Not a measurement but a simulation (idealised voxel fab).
The process module presented herein is designated voxel self aligned contacts.
Cross-section cut: width 260 nm, square cells of 5 nm.
Notation: cross-section as square-cell grid; stated in bands, top first, going down; one or more cell rows per band.
It is stipulated that each band's entry specify, in nanometres, the height of the top of the band and then that of its bottom, followed by the materials of the band in left-to-right sequence, each together with its width in nanometres. A single material marked by the word "all across" is understood to fill the band from edge to edge; the word "air" is understood to denote empty space.
Note: height 0 marks the level under which the wafer is uniformly one material as received. Lowest band unbounded below, written "0 down".
Note: "30 to 40" means the width goes from the first number (top row of the band) to the second number (bottom row) in equal steps per row of cells.
Where the words "no change" appear for a step, the cross-section shows no cell changed by that step; every cell remained as before.
Empty spaces counting at least 8 cells and having no open way to the top are listed in "Listed closed voids". The notation width x height at distance is used for each, the distance being from the left edge and all three values in nm.
after a step's settings: what the simulator itself notes on the step
"overlay nm" denotes, for a step that has a mask, the displacement of the mask to the right of its planned place, with negative values corresponding to the left.
# Here's what the planned process steps look like
step 1: RECEIVE: material Si
step 2: CONFORMAL_DEP: material SiO2, thk nm 5
step 3: DIRECTIONAL_DEP: material polySi, thk nm 25
step 4: DIRECTIONAL_DEP: material SiN, thk nm 20
step 5: DIRECTIONAL_DEP: material aC, thk nm 10
step 6: PATTERN: tone cover, mask id GATE, material resist, width nm 25, pitch nm 70, thk nm 25, overlay nm 0
step 7: DIRECTIONAL_ETCH: etch materials aC, depth nm 10
step 8: STRIP: etch materials resist
step 9: DIRECTIONAL_ETCH: etch materials SiN, depth nm 20
step 10: DIRECTIONAL_ETCH: etch materials polySi, depth nm 25
step 11: STRIP: etch materials aC
step 12: CONFORMAL_DEP: material SiN, thk nm 10
step 13: DIRECTIONAL_ETCH: etch materials SiN, depth nm 10
step 14: FILL_DEP: material SiO2, thk nm 15
step 15: CMP: height nm 55
step 16: MASKED_ETCH: tone open, mask id CONTACT, width nm 55, etch materials SiO2, depth nm 55, overlay nm 0
step 17: CONFORMAL_DEP: material TiN, thk nm 5
step 18: FILL_DEP: material W, thk nm 5
step 19: CMP: height nm 55
step 20: CONFORMAL_DEP: material SiCN, thk nm 5
# Here's what the wafer looked like in cross-section when it arrived - that's after step 1
    0 down = Si all across
    Listed closed voids: none
# The first of the two wafers as seen in cross-section once the module was finished; processing followed the plan
    60 to 55 = SiCN all across
    55 to 50 = SiO2: 100 | TiN: 20 | W: 15 | TiN: 20 | SiO2: 105
    50 to 30 = SiO2: 70 | SiN: 45 | TiN: 5 | W: 15 | TiN: 5 | SiN: 45 | SiO2: 75
    30 to 5 = SiO2: 70 | SiN: 10 | polySi: 25 | SiN: 10 | TiN: 5 | W: 15 | TiN: 5 | SiN: 10 | polySi: 25 | SiN: 10 | SiO2: 75
    5 to 0 = SiO2: 115 | TiN: 25 | SiO2: 120
    0 down = Si all across
    Listed closed voids: none
# Here's the second of our two wafers sectioned at module end. Same start as the first, same plan, but one mistake got made running it
    60 to 55 = SiCN all across
    55 to 50 = W: 65 | TiN: 35 | SiO2: 55 | TiN: 35 | W: 70
    50 to 30 = W: 65 | TiN: 5 | SiN: 45 | SiO2: 25 | SiN: 45 | TiN: 5 | W: 70
    30 to 5 = W: 65 | TiN: 5 | SiN: 10 | polySi: 25 | SiN: 10 | SiO2: 25 | SiN: 10 | polySi: 25 | SiN: 10 | TiN: 5 | W: 70
    5 to 0 = TiN: 70 | SiO2: 115 | TiN: 75
    0 down = Si all across
    Listed closed voids: none
Processing error: not per plan at step 16, really ran MASKED_ETCH: tone cover, mask id CONTACT, width nm 55, etch materials SiO2, depth nm 55, overlay nm 0
It is noted that, at the conclusion of processing, the second wafer exhibits a higher or lower cell count for certain materials relative to the first: SiO2 -270, TiN +30, W +240
